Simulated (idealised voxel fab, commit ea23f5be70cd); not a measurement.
Process module in this document: voxel released beams
For reference, the cross-section in this document is cut, with width 215 nm and square cells of 5 nm.
Cross-section spec: square-cell grid; bands listed top down; each band is one or more rows. Basically the band line says how high the top is and how high the bottom is, in nm, and then what's in it from left to right, every material with its width in nm. Empty space shows up as "air", and if a single material carries "all across" it runs the full band edge to edge. Below 0: as-received wafer, all one material; heights counted from there. Lowest band: no bottom, goes on down, written "0 and below". Note: "30->40" means the width goes from the first number (top row of the band) to the second number (bottom row) in equal steps per row of cells. Basically "changes: none" means that step didn't change any cell in the cross-section. What "Closed void inventory" gives you is every empty space of 8 cells or more that is cut off from the top. Each appears as width x height at distance, with the distance taken from the left edge and width, height and distance all in nm. Post-settings text on a step line: simulator's own remark regarding the step. A step line may carry the setting "overlay nm", which, for steps involving a mask, states the distance by which the mask lay to the right of its intended position; negative values denote displacement to the left.
Planned process steps
1: RECEIVE (material Si)
2: CONFORMAL_DEP (material SiN; thk nm 10)
3: DIRECTIONAL_DEP (material SiO2; thk nm 10)
4: DIRECTIONAL_DEP (material aC; thk nm 10)
5: PATTERN (tone open; mask id ANCHOR; material resist; width nm 35; thk nm 25; overlay nm 0)
6: DIRECTIONAL_ETCH (etch materials aC; depth nm 10)
7: STRIP (etch materials resist)
8: DIRECTIONAL_ETCH (etch materials SiO2; depth nm 10)
9: STRIP (etch materials aC)
10: CONFORMAL_DEP (material polySi; thk nm 15)
11: DIRECTIONAL_DEP (material aC; thk nm 10)
12: PATTERN (tone cover; mask id BEAM; material resist; width nm 105; thk nm 30; overlay nm 0)
13: DIRECTIONAL_ETCH (etch materials aC; depth nm 10)
14: STRIP (etch materials resist)
15: DIRECTIONAL_ETCH (etch materials polySi; depth nm 15)
16: STRIP (etch materials aC)
17: STRIP (etch materials SiO2)
Wafer at receipt (post step 1), cross-section
  0 and below = Si all across
  Closed void inventory: none
This is how the wafer looks in cross-section once the module is done, given the starting state and plan above and one mistake in carrying the plan out
  20 down to 10 = SiO2 55, then air 35, then SiO2 125
  10 down to 0 = SiN all across
  0 and below = Si all across
  Closed void inventory: none
Against the plan, the run slipped here: the process deviated at step 17: the operation and settings actually run there were STRIP (etch materials polySi)
